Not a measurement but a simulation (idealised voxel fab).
The process module presented herein is designated voxel trench capacitor.
Shown is cross-section cut, with a width of 205 nm and square cells of size 5 nm.
Cross-sections here: square-cell grids, written as top-down lists of bands, a band being one or more rows of cells. First you get the band's top height and its bottom height, in nm, and then the materials it's made of, left to right, with each width in nm. If you see a single material with "all across", that one covers the band edge to edge. "blank" is empty space. Beneath 0, the wafer as received is one material, and that level is where height counting begins. The lowest band goes on downward without a bottom; it is written like "0 nm and below". So if you see something like "30->40" for the width, read it as the top row of the band sitting at the first number and the bottom row at the second, with every row in between moving by the same amount as the last. You'll sometimes find "nothing different" written for a step, and that's the way of saying that nowhere in the cross-section did a cell change during that step. "Closed void listing" - sealed voids, min. 8 cells, no opening to top; format: width x height at distance (distance from left edge; nm throughout). On each step's line, the part that comes after the settings is the simulator's own comment on the step. "overlay nm" on a masked step: distance the mask lay right of its planned place, negative for left.

### List of planned process steps
1 RECEIVE [material Si]
2 CONFORMAL_DEP [material SiN] [thk nm 5]
3 DIRECTIONAL_DEP [material aC] [thk nm 10]
4 PATTERN [tone open] [mask id TRENCH] [material resist] [width nm 20] [pitch nm 50] [thk nm 30] [overlay nm 0]
5 DIRECTIONAL_ETCH [etch materials aC] [depth nm 10]
6 STRIP [etch materials resist]
7 DIRECTIONAL_ETCH [etch materials SiN] [depth nm 5]
8 DIRECTIONAL_ETCH [etch materials Si] [depth nm 25]
9 STRIP [etch materials aC]
10 CONFORMAL_DEP [material Al2O3] [thk nm 5]
11 FILL_DEP [material polySi] [thk nm 5]
12 CMP [height nm 5]

### Delivered wafer in cross-section: state after step 1
  0 nm and below = Si all across
  Closed void listing: none

### Cross-sectional view of the first of the two wafers upon completion of the module, processed in accordance with the plan
  5 nm to 0 nm = SiN=65, Al2O3=5, polySi=10, Al2O3=5, SiN=30, Al2O3=5, polySi=10, Al2O3=5, SiN=70
  0 nm to -20 nm = Si=65, Al2O3=5, polySi=10, Al2O3=5, Si=30, Al2O3=5, polySi=10, Al2O3=5, Si=70
  -20 nm to -25 nm = Si=65, Al2O3=20, Si=30, Al2O3=20, Si=70
  -25 nm and below = Si all across
  Closed void listing: none

### This is the second of the two wafers, cross-sectioned at the end of the module; it started exactly like the first and was given the same plan, but it was run with one mistake
  5 nm to 0 nm = polySi=60, Al2O3=5, SiN=20, Al2O3=5, polySi=20, Al2O3=5, SiN=20, Al2O3=5, polySi=65
  0 nm to -20 nm = polySi=60, Al2O3=5, Si=20, Al2O3=5, polySi=20, Al2O3=5, Si=20, Al2O3=5, polySi=65
  -20 nm to -25 nm = Al2O3=65, Si=20, Al2O3=30, Si=20, Al2O3=70
  -25 nm and below = Si all across
  Closed void listing: none
What was done differently from what was planned? note that step 4 departed from the planned setting and was carried out as PATTERN [tone cover] [mask id TRENCH] [material resist] [width nm 20] [pitch nm 50] [thk nm 30] [overlay nm 0]
FYI, end of process, the second wafer has more or fewer cells of some materials than the first: Al2O3: 25 more, Si: 125 fewer, SiN: 25 fewer, polySi: 125 more
